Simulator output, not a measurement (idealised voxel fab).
The document below concerns the process module designated voxel air gaps.
FYI the section here is cut, 280 nm wide, cells are 5 nm squares.
A cross-section is written here as square cells arranged in a grid, and it is given in bands from the top down, each band taking up one or more rows of cells. Heights first: top, then bottom, in nm. Then materials, left to right, each with a width in nm. "all across" on a single material: fills the band edge to edge. "air": empty space. For the purposes of this specification, 0 denotes the height below which the wafer in its as-received condition is composed wholly of one material, and the lowermost band, lacking a lower limit, extends downward without end, as expressed in "0 down". Per-row width for "30->40": begins at first number (top row of band), ends at second number (bottom row), increment between rows held constant. The designation "no modifications", where it is given for a processing step, indicates that no cell of the cross-section was altered in the course of that step. Voids not open to the top, 8 cells minimum: see "Enclosed internal voids". Written width x height at distance; distance is from the left edge; nm. Step line, after settings: the simulator's comment on this step. What "overlay nm" on a step's line means: if the step has a mask, that mask lay this far to the right of its planned place, or, when the value is negative, to the left.

Here's what the planned process steps look like
- 1: RECEIVE with material Si
- 2: CONFORMAL_DEP with material SiO2, thk nm 15
- 3: CONFORMAL_DEP with material SiCN, thk nm 5
- 4: DIRECTIONAL_DEP with material SiO2, thk nm 30
- 5: DIRECTIONAL_DEP with material aC, thk nm 10
- 6: PATTERN with tone open, mask id LINES, material resist, width nm 15, pitch nm 40, thk nm 30, overlay nm 0
- 7: DIRECTIONAL_ETCH with etch materials aC, depth nm 10
- 8: STRIP with etch materials resist
- 9: DIRECTIONAL_ETCH with etch materials SiO2, depth nm 30
- 10: STRIP with etch materials aC
- 11: CONFORMAL_DEP with material TiN, thk nm 5
- 12: FILL_DEP with material Cu, thk nm 5
- 13: CMP with height nm 50
- 14: EPI with material Ru, thk nm 10
- 15: SELECTIVE_ETCH with etch materials SiO2, depth nm 40
- 16: CONFORMAL_DEP with material SiCN, thk nm 5

Incoming wafer in cross-section (state: after step 1)
* 0 down | Si all across
* Enclosed internal voids: none

Run as planned - first of the two wafers cross-sectioned at the end of the module
* 65 to 60 | 55 nm air, then 165 nm SiCN, then 60 nm air
* 60 to 50 | 55 nm air, then 5 nm SiCN, then 35 nm Ru, then 5 nm SiCN, then 35 nm Ru, then 5 nm SiCN, then 35 nm Ru, then 5 nm SiCN, then 35 nm Ru, then 5 nm SiCN, then 60 nm air
* 50 to 45 | 55 nm air, then 15 nm SiCN, then 5 nm TiN, then 5 nm Cu, then 5 nm TiN, then 25 nm SiCN, then 5 nm TiN, then 5 nm Cu, then 5 nm TiN, then 25 nm SiCN, then 5 nm TiN, then 5 nm Cu, then 5 nm TiN, then 25 nm SiCN, then 5 nm TiN, then 5 nm Cu, then 5 nm TiN, then 15 nm SiCN, then 60 nm air
* 45 to 25 | 65 nm air, then 5 nm SiCN, then 5 nm TiN, then 5 nm Cu, then 5 nm TiN, then 5 nm SiCN, then 15 nm air, then 5 nm SiCN, then 5 nm TiN, then 5 nm Cu, then 5 nm TiN, then 5 nm SiCN, then 15 nm air, then 5 nm SiCN, then 5 nm TiN, then 5 nm Cu, then 5 nm TiN, then 5 nm SiCN, then 15 nm air, then 5 nm SiCN, then 5 nm TiN, then 5 nm Cu, then 5 nm TiN, then 5 nm SiCN, then 70 nm air
* 25 to 20 | 70 nm SiCN, then 15 nm TiN, then 25 nm SiCN, then 15 nm TiN, then 25 nm SiCN, then 15 nm TiN, then 25 nm SiCN, then 15 nm TiN, then 75 nm SiCN
* 20 to 15 | SiCN all across
* 15 to 0 | SiO2 all across
* 0 down | Si all across
* Enclosed internal voids: 15 x 20 at 90; 15 x 20 at 130; 15 x 20 at 170

So this is wafer number two of the two, cut at the end of the module - it started where the first did and had the same plan, we just got one thing wrong running it
* 65 to 60 | SiCN all across
* 60 to 50 | Ru all across
* 50 to 25 | 65 nm Cu, then 5 nm TiN, then 15 nm SiO2, then 5 nm TiN, then 15 nm Cu, then 5 nm TiN, then 15 nm SiO2, then 5 nm TiN, then 15 nm Cu, then 5 nm TiN, then 15 nm SiO2, then 5 nm TiN, then 15 nm Cu, then 5 nm TiN, then 15 nm SiO2, then 5 nm TiN, then 70 nm Cu
* 25 to 20 | 70 nm TiN, then 15 nm SiO2, then 25 nm TiN, then 15 nm SiO2, then 25 nm TiN, then 15 nm SiO2, then 25 nm TiN, then 15 nm SiO2, then 75 nm TiN
* 20 to 15 | SiCN all across
* 15 to 0 | SiO2 all across
* 0 down | Si all across
* Enclosed internal voids: none
Plan not followed: step 6 went in with a setting other than planned; the actual run was PATTERN with tone cover, mask id LINES, material resist, width nm 15, pitch nm 40, thk nm 30, overlay nm 0
Wrapping up, a cell-based count of both wafers puts the second over or under the first for these materials: 160 more of Cu | 56 more of Ru | 84 fewer of SiCN | 72 more of SiO2 | 32 more of TiN
Heads up: the first wafer ends with 3 closed voids, the second with 0.
